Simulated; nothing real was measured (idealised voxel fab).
Herein follows the process module entitled voxel air gaps.
Section cut is 190 nm wide and gridded with 5 nm square cells.
Heads up, the way a cross-section reads in here is a grid of square cells, handed over as bands from the top down, with every band being one or more rows of cells. It is stipulated that each band's entry specify, in nanometres, the height of the top of the band and then that of its bottom, followed by the materials of the band in left-to-right sequence, each together with its width in nanometres. A single material marked by the word "edge to edge" is understood to fill the band from edge to edge; the word "empty" is understood to denote empty space. A quick word on heights: they are counted from 0, and under that level the wafer as it came to us is one material throughout. The lowest band is different from the rest in having no bottom; it simply continues downward, written as in "0..down". Width "30 to 40": first value at the band's top row of cells, second value at its bottom row, equal change from row to row. Where a step carries "remained unchanged", the cross-section came out of it unchanged, cell for cell. "Enclosed void entries" enumerates empty spaces isolated from the top, with no open way to it, that contain at least 8 cells, giving each as width x height at distance from the left edge, all three in nm. Anything after a step's settings on that line? It's the simulator's own note about the step. overlay nm: right-of-plan distance of the mask on a masked step; negative values mean left-of-plan.

## Here's what the planned process steps look like
1,RECEIVE [material Si]
2,CONFORMAL_DEP [material SiO2] [thk nm 15]
3,CONFORMAL_DEP [material SiCN] [thk nm 5]
4,DIRECTIONAL_DEP [material lowk] [thk nm 35]
5,DIRECTIONAL_DEP [material aC] [thk nm 15]
6,PATTERN [tone open] [mask id LINES] [material resist] [width nm 15] [pitch nm 45] [thk nm 30] [overlay nm 0]
7,DIRECTIONAL_ETCH [etch materials aC] [depth nm 15]
8,STRIP [etch materials resist]
9,DIRECTIONAL_ETCH [etch materials lowk] [depth nm 35]
10,STRIP [etch materials aC]
11,CONFORMAL_DEP [material TiN] [thk nm 5]
12,FILL_DEP [material Cu] [thk nm 10]
13,CMP [height nm 55]
14,EPI [material Ru] [thk nm 10]
15,SELECTIVE_ETCH [etch materials lowk] [depth nm 45]
16,CONFORMAL_DEP [material SiCN] [thk nm 5]

## Wafer at receipt (post step 1), cross-section
	0..down  Si edge to edge
	Enclosed void entries: none

## Module complete - cross-section of the first of two wafers, run according to plan
	70..65  25 nm empty  135 nm SiCN  30 nm empty
	65..55  25 nm empty  5 nm SiCN  35 nm Ru  10 nm SiCN  35 nm Ru  10 nm SiCN  35 nm Ru  5 nm SiCN  30 nm empty
	55..50  25 nm empty  15 nm SiCN  5 nm TiN  5 nm Cu  5 nm TiN  30 nm SiCN  5 nm TiN  5 nm Cu  5 nm TiN  30 nm SiCN  5 nm TiN  5 nm Cu  5 nm TiN  15 nm SiCN  30 nm empty
	50..25  35 nm empty  5 nm SiCN  5 nm TiN  5 nm Cu  5 nm TiN  5 nm SiCN  20 nm empty  5 nm SiCN  5 nm TiN  5 nm Cu  5 nm TiN  5 nm SiCN  20 nm empty  5 nm SiCN  5 nm TiN  5 nm Cu  5 nm TiN  5 nm SiCN  40 nm empty
	25..20  40 nm SiCN  15 nm TiN  30 nm SiCN  15 nm TiN  30 nm SiCN  15 nm TiN  45 nm SiCN
	20..15  SiCN edge to edge
	15..0  SiO2 edge to edge
	0..down  Si edge to edge
	Enclosed void entries: 20 x 25 at 60; 20 x 25 at 105

## Wafer two, sectioned after the module: the first wafer's start, the first wafer's plan, and one mistake in how it was run
	80..75  15 nm empty  155 nm SiCN  20 nm empty
	75..55  15 nm empty  5 nm SiCN  145 nm Ru  5 nm SiCN  20 nm empty
	55..50  15 nm empty  25 nm SiCN  5 nm TiN  5 nm Cu  5 nm TiN  30 nm lowk  5 nm TiN  5 nm Cu  5 nm TiN  30 nm lowk  5 nm TiN  5 nm Cu  5 nm TiN  25 nm SiCN  20 nm empty
	50..25  35 nm empty  5 nm SiCN  5 nm TiN  5 nm Cu  5 nm TiN  30 nm lowk  5 nm TiN  5 nm Cu  5 nm TiN  30 nm lowk  5 nm TiN  5 nm Cu  5 nm TiN  5 nm SiCN  40 nm empty
	25..20  40 nm SiCN  15 nm TiN  30 nm lowk  15 nm TiN  30 nm lowk  15 nm TiN  45 nm SiCN
	20..15  SiCN edge to edge
	15..0  SiO2 edge to edge
	0..down  Si edge to edge
	Enclosed void entries: none
Nonconformance to the process plan: plan step 14 was conducted twice
Once processing is complete, comparing cell counts shows that the second wafer has more or fewer of certain materials than the first: Ru: 74 more, SiCN: 40 fewer, lowk: 84 more
Heads up: the first wafer ends with 2 closed voids, the second with 0.
